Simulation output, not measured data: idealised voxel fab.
process module | voxel ribs on slabs
The cross-section on display is named cut; it measures 200 nm wide, and its cells are 5 nm squares.
Format of a cross-section: grid, square cells. Given as bands. Order: top down. Band: one or more rows of cells.
Top height, bottom height, nm. Materials left to right, width each, nm. Single material + "everywhere" = fills band edge to edge. "air" = empty.
Heads up on the height convention: 0 is the point under which the incoming wafer is all one material, and the lowest band has no bottom, it just keeps going down, like "0 nm and below".
It should be noted that a width expressed as "30->40" varies in equal increments from row to row of cells within the band, taking the value of the first number at the top row and that of the second number at the bottom row.
For the purposes of this document, the phrase "remained unchanged" attached to a step denotes that no cell within the cross-section was modified by that step.
Any empty space of 8 cells or more lacking an open way to the top shows up in "Sealed internal voids" as width x height at distance, distance from the left edge, in nm.
after a step's settings: what the simulator itself notes on the step
"overlay nm" on a masked step: distance the mask lay right of its planned place, negative for left.
[plan]
1: RECEIVE,material Si
2: DIRECTIONAL_DEP,material SiO2,thk nm 25
3: DIRECTIONAL_DEP,material SiN,thk nm 25
4: MASKED_ETCH,tone cover,mask id RIB,width nm 25,etch materials SiN,depth nm 20,overlay nm 0
5: DIRECTIONAL_DEP,material aC,thk nm 15
6: PATTERN,tone cover,mask id SLAB,material resist,width nm 55,thk nm 30,overlay nm 0
7: DIRECTIONAL_ETCH,etch materials aC,depth nm 15
8: STRIP,etch materials resist
9: DIRECTIONAL_ETCH,etch materials SiN,depth nm 5
10: STRIP,etch materials aC
11: FILL_DEP,material SiO2,thk nm 20
12: CMP,height nm 60
13: DIRECTIONAL_DEP,material W,thk nm 5
14: MASKED_ETCH,tone cover,mask id HEATER,width nm 35,etch materials W,depth nm 5,overlay nm 0
15: CONFORMAL_DEP,material SiN,thk nm 10
[Wafer cross-section on receipt, i.e. after step 1]
> 0 nm and below | Si everywhere
> Sealed internal voids: none
[Below is the wafer in cross-section after the module was completed. It began from the starting point shown above and followed the plan shown above, except that one mistake was made while running it]
> 75 nm to 70 nm | 70 air / 55 SiN / 75 air
> 70 nm to 65 nm | SiN everywhere
> 65 nm to 60 nm | 80 SiN / 35 W / 85 SiN
> 60 nm to 50 nm | SiO2 everywhere
> 50 nm to 30 nm | 85 SiO2 / 25 SiN / 90 SiO2
> 30 nm to 25 nm | 75 SiO2 / 55 SiN / 70 SiO2
> 25 nm to 0 nm | SiO2 everywhere
> 0 nm and below | Si everywhere
> Sealed internal voids: none
Deviation from plan: it should be noted that step 6 was executed with settings other than those planned, the operation and settings actually applied being PATTERN,tone cover,mask id SLAB,material resist,width nm 55,thk nm 30,overlay nm 5
